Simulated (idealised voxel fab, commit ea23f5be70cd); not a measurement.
Name of the process module below: voxel double patterning
Square cells of 5 nm make up the cross-section cut, whose width is 285 nm.
Cross-section, as written here: a square-cell grid given band by band from the top down, where a band holds one or more rows of cells.
The band entry comprises the height of the band's top followed by the height of its bottom, expressed in nm, and subsequently the band's materials from left to right, each stated together with its width in nm. Where a single material is marked with the word "throughout", that material fills the band from edge to edge. The word "air" represents empty space.
It should be noted that heights are counted from 0, beneath which the wafer as supplied is of one material throughout, and that the lowest band possesses no lower boundary but continues downward, as written in "from 0 down".
Read "30->40" as a graded width: first number on top, second number at the bottom, same change between each pair of neighbouring rows.
The designation "no change occurred", where it is given for a processing step, indicates that no cell of the cross-section was altered in the course of that step.
Entry "Closed void roster". Content: empty spaces with no open connection to the top, size 8 cells or greater. Each: width x height at distance. Distance: from left edge. Unit: nm.
Text after the settings on a step's line: the simulator's own remark on that step.
overlay nm, on a step with a mask: how far to the right of its planned place the mask lay; to the left if negative
[Steps planned for the process]
1,RECEIVE [material Si]
2,CONFORMAL_DEP [material SiO2] [thk nm 5]
3,DIRECTIONAL_DEP [material polySi] [thk nm 20]
4,DIRECTIONAL_DEP [material SiCN] [thk nm 5]
5,MASKED_ETCH [tone open] [mask id FIRST] [width nm 15] [pitch nm 50] [etch materials SiCN] [depth nm 5] [overlay nm 0]
6,MASKED_ETCH [tone open] [mask id SECOND] [width nm 15] [etch materials SiCN] [depth nm 5] [overlay nm 0]
7,DIRECTIONAL_ETCH [etch materials polySi] [depth nm 20]
8,STRIP [etch materials SiCN]
[Here's what the wafer looked like in cross-section when it arrived - that's after step 1]
- from 0 down = Si throughout
- Closed void roster: none
[Below is the wafer in cross-section after the module was completed. It began from the starting point shown above and followed the plan shown above, except that one mistake was made while running it]
- from 15 to 5 = 110 of polySi | 15 of air | 10 of polySi | 15 of air | 10 of polySi | 15 of air | 110 of polySi
- from 5 to 0 = SiO2 throughout
- from 0 down = Si throughout
- Closed void roster: none
Error vs. plan: heads up, step 3 didn't go per plan, it actually ran as DIRECTIONAL_DEP [material polySi] [thk nm 10]
